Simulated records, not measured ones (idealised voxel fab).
process module | voxel self aligned vias
cross-section cut | 205 nm wide | cells 5 nm
A cross-section is a grid of square cells, given in bands from the top down. A band is one or more rows of cells.
Each band's line starts with the height of the band's top and of its bottom, in nm. Then come its materials from left to right, each with its width in nm. One material with "throughout" fills the band from edge to edge. "air" is empty space.
Height 0 is the level under which the wafer as received is all one material. The lowest band goes on downwards, as in "0 down".
A width such as "30 to 40" changes by the same amount from each row of cells to the next, from the band's top row to its bottom row.
"no change" after a step means that no cell of the cross-section changed.
closed voids: empty space of 8 cells or more with no open way to the top, each as width x height at its distance from the left edge, in nm
after a step's settings: what the simulator itself notes on the step
overlay nm, on a step with a mask: how far to the right of its planned place the mask lay; to the left if negative
plan
1 op RECEIVE | material Si
2 op CONFORMAL_DEP | material SiO2 | thk nm 15
3 op CONFORMAL_DEP | material SiCN | thk nm 5
4 op DIRECTIONAL_DEP | material SiO2 | thk nm 25
5 op MASKED_ETCH | tone open | mask id LINES | width nm 20 | pitch nm 70 | etch materials SiO2 | depth nm 25 | overlay nm 0
6 op CONFORMAL_DEP | material TiN | thk nm 5
7 op FILL_DEP | material W | thk nm 10
8 op CMP | height nm 45
9 op SELECTIVE_ETCH | etch materials W Ru TiN | depth nm 5
10 op FILL_DEP | material SiN | thk nm 5
11 op CMP | height nm 45
12 op DIRECTIONAL_DEP | material SiO2 | thk nm 15
13 op PATTERN | tone open | mask id VIAS | material resist | width nm 30 | thk nm 20 | overlay nm 0
14 op DIRECTIONAL_ETCH | etch materials SiO2 | depth nm 15
15 op DIRECTIONAL_ETCH | etch materials SiN | depth nm 5
16 op STRIP | etch materials resist
17 op CONFORMAL_DEP | material TiN | thk nm 5
18 op FILL_DEP | material W | thk nm 5
19 op CMP | height nm 60
20 op CONFORMAL_DEP | material SiN | thk nm 5
varied across the wafers: width nm of step 13. The plan shows the first wafer's value. All wafers start alike
first wafer as received, after step 1
  0 down: Si throughout
  closed voids: none
first wafer at the end, after step 20
  65 to 60: SiN throughout
  60 to 50: SiO2 50 | TiN 5 | W 20 | TiN 5 | SiO2 125
  50 to 45: SiO2 50 | TiN 10 | W 10 | TiN 10 | SiO2 125
  45 to 40: SiO2 55 | TiN 20 | SiO2 50 | SiN 20 | SiO2 60
  40 to 25: SiO2 55 | TiN 5 | W 10 | TiN 5 | SiO2 50 | TiN 5 | W 10 | TiN 5 | SiO2 60
  25 to 20: SiO2 55 | TiN 20 | SiO2 50 | TiN 20 | SiO2 60
  20 to 15: SiCN throughout
  15 to 0: SiO2 throughout
  0 down: Si throughout
  closed voids: none
last wafer at the end
  65 to 60: SiN throughout
  60 to 50: SiO2 40 | TiN 5 | W 45 | TiN 5 | SiO2 110
  50 to 45: SiO2 40 | TiN 20 | W 10 | TiN 25 | SiO2 110
  45 to 40: SiO2 55 | TiN 20 | SiO2 50 | SiN 20 | SiO2 60
  40 to 25: SiO2 55 | TiN 5 | W 10 | TiN 5 | SiO2 50 | TiN 5 | W 10 | TiN 5 | SiO2 60
  25 to 20: SiO2 55 | TiN 20 | SiO2 50 | TiN 20 | SiO2 60
  20 to 15: SiCN throughout
  15 to 0: SiO2 throughout
  0 down: Si throughout
  closed voids: none
each wafer at the end: cells of each material gained (+) or lost (-) since it was received, then its closed voids
width nm 30 | +41 SiCN | +45 SiN | +393 SiO2 | +32 TiN | +22 W | closed voids: none
width nm 35 | +41 SiCN | +45 SiN | +390 SiO2 | +33 TiN | +24 W | closed voids: none
width nm 40 | +41 SiCN | +45 SiN | +387 SiO2 | +34 TiN | +26 W | closed voids: none
width nm 45 | +41 SiCN | +45 SiN | +384 SiO2 | +35 TiN | +28 W | closed voids: none
width nm 50 | +41 SiCN | +45 SiN | +381 SiO2 | +36 TiN | +30 W | closed voids: none
width nm 55 | +41 SiCN | +45 SiN | +378 SiO2 | +37 TiN | +32 W | closed voids: none
